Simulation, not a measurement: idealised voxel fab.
Proc. module: voxel self aligned vias
FYI the section here is cut, 285 nm wide, cells are 5 nm squares.
Reading order for cross-sections: top band down to bottom band. Underlying form: a grid of square cells. Band size: one or more rows of cells.
In this notation a band is specified by the heights of its top and bottom, in that order and in nm, after which its materials appear from left to right, each paired with its width in nm. The word "edge to edge" attached to a single material means that material fills the band from edge to edge; the word "blank" stands for empty space.
Heads up on the height convention: 0 is the point under which the incoming wafer is all one material, and the lowest band has no bottom, it just keeps going down, like "0 nm and below".
The width entry "30 to 40" should be interpreted row by row: the top row of cells in the band takes the first number, the bottom row takes the second number, and the change between adjacent rows is uniform throughout.
The cross-section has no changed cell in any step marked "left unchanged".
If an empty space has no open way to the top and is at least 8 cells in size, "Trapped cavities" lists it, written width x height at distance, where distance is measured from the left edge and every value is in nm.
On each step's line, the part that comes after the settings is the simulator's own comment on the step.
On any step carrying a mask, the "overlay nm" setting, if present on the step's line, tells how far right of its planned place the mask lay; negative values point to the left.
# This section lists the process steps that were planned
- 1: RECEIVE [material Si]
- 2: CONFORMAL_DEP [material SiO2] [thk nm 10]
- 3: CONFORMAL_DEP [material SiCN] [thk nm 5]
- 4: DIRECTIONAL_DEP [material SiO2] [thk nm 30]
- 5: MASKED_ETCH [tone open] [mask id LINES] [width nm 15] [pitch nm 60] [etch materials SiO2] [depth nm 30] [overlay nm 0]
- 6: CONFORMAL_DEP [material TiN] [thk nm 5]
- 7: FILL_DEP [material Ru] [thk nm 5]
- 8: CMP [height nm 45]
- 9: SELECTIVE_ETCH [etch materials W Ru TiN] [depth nm 10]
- 10: FILL_DEP [material SiN] [thk nm 5]
- 11: CMP [height nm 45]
- 12: DIRECTIONAL_DEP [material SiO2] [thk nm 20]
- 13: DIRECTIONAL_DEP [material aC] [thk nm 10]
- 14: PATTERN [tone open] [mask id VIAS] [material resist] [width nm 45] [pitch nm 60] [thk nm 30] [overlay nm 0]
- 15: DIRECTIONAL_ETCH [etch materials aC] [depth nm 10]
- 16: STRIP [etch materials resist]
- 17: DIRECTIONAL_ETCH [etch materials SiO2] [depth nm 20]
- 18: DIRECTIONAL_ETCH [etch materials SiN] [depth nm 10]
- 19: STRIP [etch materials aC]
- 20: CONFORMAL_DEP [material TiN] [thk nm 5]
- 21: FILL_DEP [material Ru] [thk nm 10]
- 22: CMP [height nm 65]
- 23: CONFORMAL_DEP [material SiCN] [thk nm 5]
Be aware that, although all wafers share a common starting state, the width nm at step 5 differs among them, and the plan displays the first wafer's value.
# First of several wafers, received after step 1, in cross-section
> 0 nm and below: Si edge to edge
> Trapped cavities: none
# Per wafer, end of module: cells gained (+) or lost (-) per material since receipt, then closed voids
width nm 15 | +52 Ru | +114 SiCN | +576 SiO2 | +56 TiN | Trapped cavities: none
width nm 20 | +62 Ru | +114 SiCN | +564 SiO2 | +58 TiN | Trapped cavities: none
width nm 25 | +72 Ru | +114 SiCN | +552 SiO2 | +60 TiN | Trapped cavities: none
width nm 30 | +82 Ru | +114 SiCN | +540 SiO2 | +62 TiN | Trapped cavities: none
width nm 35 | +92 Ru | +114 SiCN | +528 SiO2 | +64 TiN | Trapped cavities: none
width nm 40 | +102 Ru | +114 SiCN | +516 SiO2 | +66 TiN | Trapped cavities: none
